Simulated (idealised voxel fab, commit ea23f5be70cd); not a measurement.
The following process module bears the name voxel spacer lines.
The cross-section on display is named cut; it measures 225 nm wide, and its cells are 5 nm squares.
Think of the cross-section as a grid of square cells. We describe it in bands, top to bottom, and each band covers one or more rows of those cells.
Look at the band entry: it leads with the top's height and the bottom's height in nm. Then it lists the materials left to right, with a width in nm for each. The word "throughout" on a single material says that material fills the band edge to edge. The word "empty" is empty space.
All heights in this document are referenced to 0, defined as the level beneath which the wafer, as received, consists entirely of one material. The lowest band is not bounded below; it extends indefinitely downward and is written in the form "0 -> down".
Top row gets the first number, bottom row gets the second, and each row in between changes by the same step: that is how a band width like "30->40" works.
It should be understood that the words "remained the same", when stated for a given step, signify that the cross-section underwent no change in any of its cells during that step.
Basically, "Enclosed void list" tells you about the enclosed voids: empty spaces with no open way to the top, 8 cells or bigger, each written width x height at distance, where distance is from the left edge, all in nm.
Past the settings on a step's line: simulator remark, on that step.
overlay nm: mask right of planned place by this much (step with mask). Neg. = left.

Set out below are the planned steps of the process:
step 1: RECEIVE: material Si
step 2: CONFORMAL_DEP: material Al2O3, thk nm 10
step 3: DIRECTIONAL_DEP: material TiN, thk nm 15
step 4: DIRECTIONAL_DEP: material polySi, thk nm 20
step 5: PATTERN: tone cover, mask id MANDREL, material resist, width nm 25, pitch nm 80, thk nm 30, overlay nm 0
step 6: DIRECTIONAL_ETCH: etch materials polySi, depth nm 20
step 7: STRIP: etch materials resist
step 8: CONFORMAL_DEP: material SiO2, thk nm 15
step 9: DIRECTIONAL_ETCH: etch materials SiO2, depth nm 15
step 10: STRIP: etch materials polySi
step 11: DIRECTIONAL_ETCH: etch materials TiN, depth nm 15
step 12: STRIP: etch materials SiO2
step 13: FILL_DEP: material lowk, thk nm 10
step 14: CMP: height nm 25

The cross-section here shows the wafer as received, i.e. in its state after step 1:
- 0 -> down  Si throughout
- Enclosed void list: none

First of two wafers at the end of the module, shown in cross-section; run carried out as planned:
- 25 -> 10  lowk (45) | TiN (15) | lowk (25) | TiN (15) | lowk (25) | TiN (15) | lowk (25) | TiN (15) | lowk (45)
- 10 -> 0  Al2O3 throughout
- 0 -> down  Si throughout
- Enclosed void list: none

What the second wafer looks like in cross-section once the module is done. Its start and its plan matched the first wafer's exactly; what differed was one mistake in how it was run:
- 25 -> 10  lowk (40) | TiN (15) | lowk (25) | TiN (15) | lowk (25) | TiN (15) | lowk (25) | TiN (15) | lowk (50)
- 10 -> 0  Al2O3 throughout
- 0 -> down  Si throughout
- Enclosed void list: none
Want to know what went wrong? step 5 ran with different settings than intended, the actual operation and settings being PATTERN: tone cover, mask id MANDREL, material resist, width nm 25, pitch nm 80, thk nm 30, overlay nm -5
At the close, every material occupies the same number of cells on the second wafer as on the first, only in different positions.
